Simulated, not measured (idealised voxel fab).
You're looking at the process module voxel trench capacitor.
For reference, the cross-section in this document is cut, with width 200 nm and square cells of 5 nm.
A cross-section is a grid of square cells, given in bands from the top down. A band is one or more rows of cells. What a band's entry tells you: where the top is and where the bottom is, as heights in nm, and after that what lies inside, material by material from left to right, each with its width in nm. Empty space is written as the word "empty", and a single material marked with the word "edge to edge" occupies the band from edge to edge. Note: height 0 marks the level under which the wafer is uniformly one material as received. Lowest band unbounded below, written "from 0 down". With a width like "30 to 40", each row of cells in the band differs from the next by the same amount, the top row carrying the first number and the bottom row the second. Step marked "stayed the same"? Then no cell in the cross-section changed in it. This entry, "Fully enclosed voids", enumerates those empty regions of no fewer than 8 cells that possess no open connection to the top. Each region is reported in the form width x height at distance, the distance being taken from the left edge, with all three quantities expressed in nm. Whatever follows a step's settings on its line is a remark the simulator itself makes about that step. overlay nm: on a step with a mask, how far right of its planned place the mask lay; negative means left.
Here's what the planned process steps look like:
step 1: op RECEIVE | material Si
step 2: op CONFORMAL_DEP | material SiN | thk nm 5
step 3: op DIRECTIONAL_DEP | material aC | thk nm 10
step 4: op PATTERN | tone open | mask id TRENCH | material resist | width nm 25 | pitch nm 55 | thk nm 30 | overlay nm 0
step 5: op DIRECTIONAL_ETCH | etch materials aC | depth nm 10
step 6: op STRIP | etch materials resist
step 7: op DIRECTIONAL_ETCH | etch materials SiN | depth nm 5
step 8: op DIRECTIONAL_ETCH | etch materials Si | depth nm 35
step 9: op STRIP | etch materials aC
step 10: op CONFORMAL_DEP | material Al2O3 | thk nm 5
step 11: op FILL_DEP | material polySi | thk nm 5
step 12: op CMP | height nm 5
Here's what the wafer looked like in cross-section when it arrived - that's after step 1:
    from 0 down = Si edge to edge
    Fully enclosed voids: none
Cross-section: first of two wafers, module finished, run according to plan:
    from 5 to 0 = 60 SiN, 5 Al2O3, 15 polySi, 5 Al2O3, 30 SiN, 5 Al2O3, 15 polySi, 5 Al2O3, 60 SiN
    from 0 to -30 = 60 Si, 5 Al2O3, 15 polySi, 5 Al2O3, 30 Si, 5 Al2O3, 15 polySi, 5 Al2O3, 60 Si
    from -30 to -35 = 60 Si, 25 Al2O3, 30 Si, 25 Al2O3, 60 Si
    from -35 down = Si edge to edge
    Fully enclosed voids: none
So this is wafer number two of the two, cut at the end of the module - it started where the first did and had the same plan, we just got one thing wrong running it:
    from 0 to -30 = 60 Si, 5 Al2O3, 15 polySi, 5 Al2O3, 30 Si, 5 Al2O3, 15 polySi, 5 Al2O3, 60 Si
    from -30 to -35 = 60 Si, 25 Al2O3, 30 Si, 25 Al2O3, 60 Si
    from -35 down = Si edge to edge
    Fully enclosed voids: none
What broke from the plan during processing? step 12 was not run as planned; what actually ran was op CMP | height nm 0
Per the end-of-run cell counts, the second wafer holds more or fewer of some materials than the first: -4 Al2O3; -30 SiN; -6 polySi
